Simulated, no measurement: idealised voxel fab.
Process module in this document: voxel gate over fins
Section shown: cut. Width: 235 nm. Cell size: 5 nm, square.
For the purposes of this document, a cross-section shall be understood as a grid of square cells, specified as bands listed in top-to-bottom order, each band consisting of one or more rows of cells. It is stipulated that each band's entry specify, in nanometres, the height of the top of the band and then that of its bottom, followed by the materials of the band in left-to-right sequence, each together with its width in nanometres. A single material marked by the word "edge to edge" is understood to fill the band from edge to edge; the word "blank" is understood to denote empty space. Convention: height 0 is the level below which the wafer, as received, is all one material. The lowest band does not terminate at the bottom but continues downward, represented as "0..down". Read "30..40" as a graded width: first number on top, second number at the bottom, same change between each pair of neighbouring rows. "no alterations made" means the step left every cell of the cross-section as it was. The list in "Closed voids list" covers empty spaces of 8 cells or more that cannot reach the top through any open way, and it gives each as width x height at distance; the distance is from the left edge, and width, height and distance are in nm. On each step's line, the part that comes after the settings is the simulator's own comment on the step. If you see "overlay nm" on a step's line and that step has a mask, it's telling you how far right of where it was planned the mask ended up; a negative number means it went left instead.

Planned step list for the process
1. op RECEIVE | material Si
2. op CONFORMAL_DEP | material SiN | thk nm 5
3. op MASKED_ETCH | tone cover | mask id FINS | width nm 15 | pitch nm 55 | etch materials SiN | depth nm 5 | overlay nm 0
4. op MASKED_ETCH | tone cover | mask id FINS | width nm 15 | pitch nm 55 | etch materials Si | depth nm 40 | overlay nm 0
5. op OXIDIZE | depth nm 5
6. op FILL_DEP | material SiO2 | thk nm 10
7. op CMP | height nm 5
8. op PATTERN | tone open | mask id RAIL | material resist | width nm 15 | thk nm 20 | overlay nm 0
9. op DIRECTIONAL_ETCH | etch materials SiO2 | depth nm 40
10. op STRIP | etch materials resist
11. op CONFORMAL_DEP | material TiN | thk nm 5
12. op FILL_DEP | material Ru | thk nm 5
13. op CMP | height nm 5
14. op SELECTIVE_ETCH | etch materials W Ru TiN | depth nm 25
15. op FILL_DEP | material SiO2 | thk nm 5
16. op CMP | height nm 5
17. op SELECTIVE_ETCH | etch materials SiO2 | depth nm 15
18. op STRIP | etch materials SiN
19. op CONFORMAL_DEP | material HfO2 | thk nm 5
20. op CONFORMAL_DEP | material TiN | thk nm 5
21. op CONFORMAL_DEP | material TiAl | thk nm 5
22. op CONFORMAL_DEP | material TiN | thk nm 5
23. op FILL_DEP | material W | thk nm 15
24. op CMP | height nm 30
25. op CONFORMAL_DEP | material SiN | thk nm 5
Where the wafers of this document differ is in the width nm of step 3; they start out the same, and the plan states the value that applied to the first wafer.

Received condition of the first of several wafers, sectioned: post-step 1
    0..down = Si edge to edge
    Closed voids list: none

Rows = wafers. At module end, each row lists per material the cells gained (+) or lost (-) since the wafer was received, then the closed voids
width nm 15 | +55 HfO2 | +2 Ru | -405 Si | +47 SiN | +306 SiO2 | +55 TiAl | +117 TiN | +152 W | Closed voids list: none
width nm 20 | +55 HfO2 | +2 Ru | -387 Si | +47 SiN | +292 SiO2 | +55 TiAl | +117 TiN | +148 W | Closed voids list: none
width nm 25 | +55 HfO2 | +2 Ru | -369 Si | +47 SiN | +278 SiO2 | +55 TiAl | +117 TiN | +144 W | Closed voids list: none
width nm 30 | +55 HfO2 | +2 Ru | -351 Si | +47 SiN | +264 SiO2 | +55 TiAl | +115 TiN | +142 W | Closed voids list: none
